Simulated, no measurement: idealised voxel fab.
Herein follows the process module entitled voxel air gaps.
The cross-section shown here is cut; it is 185 nm wide and divided into square cells measuring 5 nm on a side.
A cross-section in this document is a grid of square cells, and it is written down as bands, the top band listed before the ones below it; a band is made up of one or more rows of cells. Read a band's entry like this: the first values are the height of its top and the height of its bottom in nm, and what follows is the sequence of materials from left to right, each with its width in nm. Note that "air" is empty space, and that a single material marked "throughout" reaches across the band from edge to edge. Heights are measured from 0, the level below which the as-received wafer is all one material; the lowest band has no bottom and continues downward, written as in "top 0, no bottom". So if you see something like "30..40" for the width, read it as the top row of the band sitting at the first number and the bottom row at the second, with every row in between moving by the same amount as the last. A step reported as "nothing was modified" is a step in which no cell of the cross-section changed. Under "Catalogued sealed voids" you'll find the enclosed gaps, the ones with no way out to the top, that are 8 cells or bigger; each reads width x height at distance, with distance counted from the left edge, everything in nm. Formally, on a step line, whatever follows the settings is a remark that the simulator itself makes on the step. "overlay nm" denotes, for a step that has a mask, the displacement of the mask to the right of its planned place, with negative values corresponding to the left.

## Steps in the process plan
1) RECEIVE | material Si
2) CONFORMAL_DEP | material SiO2 | thk nm 10
3) CONFORMAL_DEP | material SiCN | thk nm 5
4) DIRECTIONAL_DEP | material SiO2 | thk nm 30
5) PATTERN | tone open | mask id LINES | material resist | width nm 20 | pitch nm 50 | thk nm 20 | overlay nm 0
6) DIRECTIONAL_ETCH | etch materials SiO2 | depth nm 30
7) STRIP | etch materials resist
8) CONFORMAL_DEP | material TiN | thk nm 5
9) FILL_DEP | material Cu | thk nm 5
10) CMP | height nm 45
11) EPI | material Ru | thk nm 10
12) SELECTIVE_ETCH | etch materials SiO2 | depth nm 40
13) CONFORMAL_DEP | material SiCN | thk nm 5

## first wafer, as planned

## Cross-sectional view of the wafer in its as-received condition, corresponding to the state after step 1
top 0, no bottom: Si throughout
Catalogued sealed voids: none

## Upon completion of step 2, the wafer appears in cross-section as shown
top 10, bottom 0: SiO2 throughout
below 0: unchanged

## Upon completion of step 3, the wafer appears in cross-section as shown
top 15, bottom 10: SiCN throughout
below 10: unchanged

## Upon completion of step 4, the wafer appears in cross-section as shown
top 45, bottom 15: SiO2 throughout
below 15: unchanged

## Upon completion of step 5, the wafer appears in cross-section as shown
top 65, bottom 45: resist: 30; air: 20; resist: 30; air: 20; resist: 30; air: 20; resist: 35
below 45: unchanged

## Upon completion of step 6, the wafer appears in cross-section as shown
top 65, bottom 45: resist: 30; air: 20; resist: 30; air: 20; resist: 30; air: 20; resist: 35
top 45, bottom 15: SiO2: 30; air: 20; SiO2: 30; air: 20; SiO2: 30; air: 20; SiO2: 35
below 15: unchanged

## Upon completion of step 7, the wafer appears in cross-section as shown
top 45, bottom 15: SiO2: 30; air: 20; SiO2: 30; air: 20; SiO2: 30; air: 20; SiO2: 35
below 15: unchanged

## Upon completion of step 8, the wafer appears in cross-section as shown
top 50, bottom 45: TiN: 35; air: 10; TiN: 40; air: 10; TiN: 40; air: 10; TiN: 40
top 45, bottom 20: SiO2: 30; TiN: 5; air: 10; TiN: 5; SiO2: 30; TiN: 5; air: 10; TiN: 5; SiO2: 30; TiN: 5; air: 10; TiN: 5; SiO2: 35
top 20, bottom 15: SiO2: 30; TiN: 20; SiO2: 30; TiN: 20; SiO2: 30; TiN: 20; SiO2: 35
below 15: unchanged

## Upon completion of step 9, the wafer appears in cross-section as shown
top 55, bottom 50: Cu throughout
top 50, bottom 45: TiN: 35; Cu: 10; TiN: 40; Cu: 10; TiN: 40; Cu: 10; TiN: 40
top 45, bottom 20: SiO2: 30; TiN: 5; Cu: 10; TiN: 5; SiO2: 30; TiN: 5; Cu: 10; TiN: 5; SiO2: 30; TiN: 5; Cu: 10; TiN: 5; SiO2: 35
below 20: unchanged

## Upon completion of step 10, the wafer appears in cross-section as shown
top 45, bottom 20: SiO2: 30; TiN: 5; Cu: 10; TiN: 5; SiO2: 30; TiN: 5; Cu: 10; TiN: 5; SiO2: 30; TiN: 5; Cu: 10; TiN: 5; SiO2: 35
below 20: unchanged

## Upon completion of step 11, the wafer appears in cross-section as shown
top 55, bottom 45: air: 20; Ru: 40; air: 10; Ru: 40; air: 10; Ru: 40; air: 25
below 45: unchanged

## Upon completion of step 12, the wafer appears in cross-section as shown
top 55, bottom 45: air: 20; Ru: 40; air: 10; Ru: 40; air: 10; Ru: 40; air: 25
top 45, bottom 20: air: 30; TiN: 5; Cu: 10; TiN: 5; air: 30; TiN: 5; Cu: 10; TiN: 5; air: 30; TiN: 5; Cu: 10; TiN: 5; air: 35
top 20, bottom 15: air: 30; TiN: 20; air: 30; TiN: 20; air: 30; TiN: 20; air: 35
below 15: unchanged

## Upon completion of step 13, the wafer appears in cross-section as shown
top 60, bottom 55: air: 15; SiCN: 150; air: 20
top 55, bottom 45: air: 15; SiCN: 5; Ru: 40; SiCN: 10; Ru: 40; SiCN: 10; Ru: 40; SiCN: 5; air: 20
top 45, bottom 40: air: 15; SiCN: 15; TiN: 5; Cu: 10; TiN: 5; SiCN: 30; TiN: 5; Cu: 10; TiN: 5; SiCN: 30; TiN: 5; Cu: 10; TiN: 5; SiCN: 15; air: 20
top 40, bottom 20: air: 25; SiCN: 5; TiN: 5; Cu: 10; TiN: 5; SiCN: 5; air: 20; SiCN: 5; TiN: 5; Cu: 10; TiN: 5; SiCN: 5; air: 20; SiCN: 5; TiN: 5; Cu: 10; TiN: 5; SiCN: 5; air: 30
top 20, bottom 15: SiCN: 30; TiN: 20; SiCN: 30; TiN: 20; SiCN: 30; TiN: 20; SiCN: 35
below 15: unchanged
Catalogued sealed voids: 20 x 20 at 55; 20 x 20 at 105

## second wafer: like start, like plan, one mistake. Through step 4 it matches the first wafer

## Cross-section of the second wafer when, according to plan, step 5 should have finished
top 65, bottom 45: resist: 35; air: 15; resist: 35; air: 15; resist: 35; air: 15; resist: 35
below 45: unchanged

## Cross-section of the second wafer when, according to plan, step 6 should have finished
top 65, bottom 45: resist: 35; air: 15; resist: 35; air: 15; resist: 35; air: 15; resist: 35
top 45, bottom 15: SiO2: 35; air: 15; SiO2: 35; air: 15; SiO2: 35; air: 15; SiO2: 35
below 15: unchanged

## Cross-section of the second wafer when, according to plan, step 7 should have finished
top 45, bottom 15: SiO2: 35; air: 15; SiO2: 35; air: 15; SiO2: 35; air: 15; SiO2: 35
below 15: unchanged

## Cross-section of the second wafer when, according to plan, step 8 should have finished
top 50, bottom 45: TiN: 40; air: 5; TiN: 45; air: 5; TiN: 45; air: 5; TiN: 40
top 45, bottom 20: SiO2: 35; TiN: 5; air: 5; TiN: 5; SiO2: 35; TiN: 5; air: 5; TiN: 5; SiO2: 35; TiN: 5; air: 5; TiN: 5; SiO2: 35
top 20, bottom 15: SiO2: 35; TiN: 15; SiO2: 35; TiN: 15; SiO2: 35; TiN: 15; SiO2: 35
below 15: unchanged

## Cross-section of the second wafer when, according to plan, step 9 should have finished
top 55, bottom 50: Cu throughout
top 50, bottom 45: TiN: 40; Cu: 5; TiN: 45; Cu: 5; TiN: 45; Cu: 5; TiN: 40
top 45, bottom 20: SiO2: 35; TiN: 5; Cu: 5; TiN: 5; SiO2: 35; TiN: 5; Cu: 5; TiN: 5; SiO2: 35; TiN: 5; Cu: 5; TiN: 5; SiO2: 35
below 20: unchanged

## Cross-section of the second wafer when, according to plan, step 10 should have finished
top 45, bottom 20: SiO2: 35; TiN: 5; Cu: 5; TiN: 5; SiO2: 35; TiN: 5; Cu: 5; TiN: 5; SiO2: 35; TiN: 5; Cu: 5; TiN: 5; SiO2: 35
below 20: unchanged

## Cross-section of the second wafer when, according to plan, step 11 should have finished
top 55, bottom 45: air: 25; Ru: 35; air: 15; Ru: 35; air: 15; Ru: 35; air: 25
below 45: unchanged

## Cross-section of the second wafer when, according to plan, step 12 should have finished
top 55, bottom 45: air: 25; Ru: 35; air: 15; Ru: 35; air: 15; Ru: 35; air: 25
top 45, bottom 20: air: 35; TiN: 5; Cu: 5; TiN: 5; air: 35; TiN: 5; Cu: 5; TiN: 5; air: 35; TiN: 5; Cu: 5; TiN: 5; air: 35
top 20, bottom 15: air: 35; TiN: 15; air: 35; TiN: 15; air: 35; TiN: 15; air: 35
below 15: unchanged

## Cross-section of the second wafer when, according to plan, step 13 should have finished
top 60, bottom 55: air: 20; SiCN: 45; air: 5; SiCN: 45; air: 5; SiCN: 45; air: 20
top 55, bottom 45: air: 20; SiCN: 5; Ru: 35; SiCN: 5; air: 5; SiCN: 5; Ru: 35; SiCN: 5; air: 5; SiCN: 5; Ru: 35; SiCN: 5; air: 20
top 45, bottom 40: air: 20; SiCN: 15; TiN: 5; Cu: 5; TiN: 5; SiCN: 15; air: 5; SiCN: 15; TiN: 5; Cu: 5; TiN: 5; SiCN: 15; air: 5; SiCN: 15; TiN: 5; Cu: 5; TiN: 5; SiCN: 15; air: 20
top 40, bottom 20: air: 30; SiCN: 5; TiN: 5; Cu: 5; TiN: 5; SiCN: 5; air: 25; SiCN: 5; TiN: 5; Cu: 5; TiN: 5; SiCN: 5; air: 25; SiCN: 5; TiN: 5; Cu: 5; TiN: 5; SiCN: 5; air: 30
top 20, bottom 15: SiCN: 35; TiN: 15; SiCN: 35; TiN: 15; SiCN: 35; TiN: 15; SiCN: 35
below 15: unchanged
what went wrong: step 5 ran with different settings than intended, the actual operation and settings being PATTERN | tone open | mask id LINES | material resist | width nm 15 | pitch nm 50 | thk nm 20 | overlay nm 0
Counted in cells at the end, the second wafer holds more or fewer of these materials than the first: Cu -15; Ru -6; TiN -3
Closed voids, final: 2 / 0 (first wafer / second wafer).
